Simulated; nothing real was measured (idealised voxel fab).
process module | voxel tone inversion
cross-section cut | 175 nm wide | cells 5 nm
A cross-section is a grid of square cells, given in bands from the top down. A band is one or more rows of cells.
Each band's line starts with the height of the band's top and of its bottom, in nm. Then come its materials from left to right, each with its width in nm. One material with "throughout" fills the band from edge to edge. "air" is empty space.
Height 0 is the level under which the wafer as received is all one material. The lowest band goes on downwards, as in "0 down".
A width such as "30 to 40" changes by the same amount from each row of cells to the next, from the band's top row to its bottom row.
"no change" after a step means that no cell of the cross-section changed.
closed voids: empty space of 8 cells or more with no open way to the top, each as width x height at its distance from the left edge, in nm
after a step's settings: what the simulator itself notes on the step
overlay nm, on a step with a mask: how far to the right of its planned place the mask lay; to the left if negative
plan
1 op RECEIVE | material Si
2 op CONFORMAL_DEP | material SiCN | thk nm 5
3 op DIRECTIONAL_DEP | material aC | thk nm 25
4 op PATTERN | tone cover | mask id POSTS | material resist | width nm 25 | pitch nm 55 | thk nm 35 | overlay nm 0
5 op DIRECTIONAL_ETCH | etch materials aC | depth nm 25
6 op STRIP | etch materials resist
7 op FILL_DEP | material SiO2 | thk nm 5
8 op CMP | height nm 30
9 op STRIP | etch materials aC
as received, after step 1
  0 down: Si throughout
  closed voids: none
a wafer at the end: this start, this plan, one mistake
  30 to 5: air 20 | SiO2 25 | air 30 | SiO2 25 | air 30 | SiO2 25 | air 20
  5 to 0: SiCN throughout
  0 down: Si throughout
  closed voids: none
what went wrong: step 4 ran as: op PATTERN | tone open | mask id POSTS | material resist | width nm 25 | pitch nm 55 | thk nm 35 | overlay nm 0
